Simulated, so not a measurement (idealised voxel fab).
This is a process module. Its name is voxel released beams.
We display cut, a cross-section 205 nm in width whose square cells are each 5 nm.
The cross-sections in this document take the form of a grid made of square cells. They are written out as bands, in order from top to bottom. Each band consists of one or more rows of cells. What a band's entry tells you: where the top is and where the bottom is, as heights in nm, and after that what lies inside, material by material from left to right, each with its width in nm. Empty space is written as the word "blank", and a single material marked with the word "full width" occupies the band from edge to edge. Heights are reckoned from 0. Under this level, the received wafer is all of one material. The bottommost band is open-ended downward, for example "0 down". Width spec "30->40" -> top row of cells at first value, bottom row at second value, equal per-row change in between. "no modification" -> step changed no cross-section cell. For the entry "Listed closed voids", the listed items are empty spaces with no open way to the top whose size is 8 cells or more; each item follows the pattern width x height at distance, where distance is from the left edge and all three are in nm. On a step's line, text after the settings is the simulator commenting on that step. overlay nm, on a step with a mask: how far to the right of its planned place the mask lay; to the left if negative.

Steps planned for the process:
1: RECEIVE (material Si)
2: CONFORMAL_DEP (material SiN; thk nm 5)
3: DIRECTIONAL_DEP (material SiO2; thk nm 15)
4: PATTERN (tone open; mask id ANCHOR; material resist; width nm 35; thk nm 20; overlay nm 0)
5: DIRECTIONAL_ETCH (etch materials SiO2; depth nm 15)
6: STRIP (etch materials resist)
7: CONFORMAL_DEP (material TiN; thk nm 15)
8: PATTERN (tone cover; mask id BEAM; material resist; width nm 105; thk nm 15; overlay nm 0)
9: DIRECTIONAL_ETCH (etch materials TiN; depth nm 15)
10: STRIP (etch materials resist)
11: STRIP (etch materials SiO2)

This is the cross-section of the wafer as we received it, i.e. after step 1:
- 0 down | Si full width
- Listed closed voids: none

The first of two wafers, cross-sectioned at the end of the module, with the run proceeding as planned:
- 35 to 20 | blank (45); TiN (20); blank (5); TiN (80); blank (55)
- 20 to 5 | blank (50); TiN (35); blank (120)
- 5 to 0 | SiN full width
- 0 down | Si full width
- Listed closed voids: none

Second wafer of the two, sectioned at the end of the module. It began like the first and followed the same plan, but one mistake was made while running it:
- 35 to 20 | blank (45); TiN (55); blank (105)
- 20 to 5 | blank (35); TiN (15); SiO2 (35); TiN (65); blank (55)
- 5 to 0 | SiN full width
- 0 down | Si full width
- Listed closed voids: none
Short version of what went wrong: step 4 was run on a setting that differed from the plan, and what really ran there is PATTERN (tone cover; mask id ANCHOR; material resist; width nm 35; thk nm 20; overlay nm 0)
Bottom line after processing is that, in cells, the second wafer is up or down on some materials versus the first: 21 more of SiO2
